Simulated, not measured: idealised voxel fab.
Name of the process module below: voxel capacitor over wiring
We display cut, a cross-section 180 nm in width whose square cells are each 5 nm.
Cross-section spec: square-cell grid; bands listed top down; each band is one or more rows. A band entry consists of two parts. The first gives the height of the band's top and the height of its bottom, in nm. The rest lists the band's materials from left to right, each with its width in nm. A single material labelled with the word "edge to edge" fills the band from edge to edge, and the word "blank" marks empty space. A quick word on heights: they are counted from 0, and under that level the wafer as it came to us is one material throughout. The lowest band is different from the rest in having no bottom; it simply continues downward, written as in "0..down". Read "30->40" as a graded width: first number on top, second number at the bottom, same change between each pair of neighbouring rows. For the purposes of this document, the phrase "all unchanged" attached to a step denotes that no cell within the cross-section was modified by that step. "Sealed void inventory" - sealed voids, min. 8 cells, no opening to top; format: width x height at distance (distance from left edge; nm throughout). Step line, after settings: the simulator's comment on this step. overlay nm: where the mask lay relative to plan, measured to the right, on steps with a mask; negatives go left.

Below is the list of planned process steps
1. RECEIVE, material Si
2. CONFORMAL_DEP, material SiO2, thk nm 15
3. CONFORMAL_DEP, material SiCN, thk nm 5
4. DIRECTIONAL_DEP, material SiO2, thk nm 25
5. MASKED_ETCH, tone open, mask id METAL_1, width nm 25, pitch nm 75, etch materials SiO2, depth nm 25, overlay nm 0
6. MASKED_ETCH, tone open, mask id METAL_1, width nm 25, pitch nm 75, etch materials SiCN, depth nm 5, overlay nm 0
7. CONFORMAL_DEP, material TiN, thk nm 5
8. FILL_DEP, material W, thk nm 10
9. CMP, height nm 45
10. CONFORMAL_DEP, material SiCN, thk nm 5
11. DIRECTIONAL_DEP, material SiO2, thk nm 20
12. MASKED_ETCH, tone open, mask id PLUG_1, width nm 15, etch materials SiO2, depth nm 20, overlay nm 0
13. MASKED_ETCH, tone open, mask id PLUG_1, width nm 15, etch materials SiCN, depth nm 5, overlay nm 0
14. EPI, material Ru, thk nm 10
15. EPI, material Ru, thk nm 10
16. EPI, material Ru, thk nm 5
17. DIRECTIONAL_DEP, material TiN, thk nm 10
18. DIRECTIONAL_DEP, material SiN, thk nm 5
19. DIRECTIONAL_DEP, material TiN, thk nm 10
20. MASKED_ETCH, tone cover, mask id UPPER_PLATE, width nm 55, etch materials TiN, depth nm 10, overlay nm 0
21. MASKED_ETCH, tone cover, mask id UPPER_PLATE, width nm 55, etch materials SiN, depth nm 5, overlay nm 0
22. PATTERN, tone cover, mask id LOWER_PLATE, material resist, width nm 65, thk nm 20, overlay nm 0
23. DIRECTIONAL_ETCH, etch materials TiN, depth nm 10
24. STRIP, etch materials resist
25. FILL_DEP, material SiO2, thk nm 15
26. CMP, height nm 105
27. MASKED_ETCH, tone open, mask id PLUG_2, width nm 15, etch materials SiO2, depth nm 10, overlay nm 0
28. CONFORMAL_DEP, material TiN, thk nm 5
29. FILL_DEP, material Cu, thk nm 10
30. CMP, height nm 105
31. CONFORMAL_DEP, material SiN, thk nm 5

Step 1 complete: cross-section of the wafer as received
	0..down | Si edge to edge
	Sealed void inventory: none

First of two wafers, end-of-module section, run followed plan
	110..105 | SiN edge to edge
	105..100 | SiO2 60, TiN 5, Cu 5, TiN 5, SiO2 105
	100..95 | SiO2 60, TiN 15, SiO2 105
	95..85 | SiO2 50, TiN 55, SiO2 75
	85..80 | SiO2 50, SiN 55, SiO2 75
	80..70 | SiO2 45, TiN 65, SiO2 70
	70..50 | SiO2 50, Ru 15, SiO2 115
	50..45 | SiCN 50, Ru 15, SiCN 115
	45..20 | SiO2 40, TiN 5, W 15, TiN 5, SiO2 50, TiN 5, W 15, TiN 5, SiO2 40
	20..15 | SiCN 40, TiN 25, SiCN 50, TiN 25, SiCN 40
	15..0 | SiO2 edge to edge
	0..down | Si edge to edge
	Sealed void inventory: none

Module end: cross-section of wafer two of two. Same start and process plan as the first wafer. One mistake during execution
	110..105 | SiN edge to edge
	105..100 | SiO2 60, TiN 5, Cu 5, TiN 5, SiO2 105
	100..95 | SiO2 60, TiN 15, SiO2 105
	95..85 | SiO2 50, TiN 55, SiO2 75
	85..80 | SiO2 50, SiN 55, SiO2 75
	80..70 | SiO2 45, TiN 65, SiO2 70
	70..50 | SiO2 50, Ru 15, SiO2 115
	50..45 | SiCN 50, Ru 15, SiCN 115
	45..35 | SiO2 40, TiN 5, W 15, TiN 5, SiO2 50, TiN 5, W 15, TiN 5, SiO2 40
	35..30 | SiCN 40, TiN 25, SiCN 50, TiN 25, SiCN 40
	30..0 | SiO2 edge to edge
	0..down | Si edge to edge
	Sealed void inventory: none
What went wrong in running the wafer? step 2 of the plan was executed twice over
Heads up, by the end the second wafer has more or fewer cells of some materials compared to the first: SiO2 +30 | TiN -12 | W -18
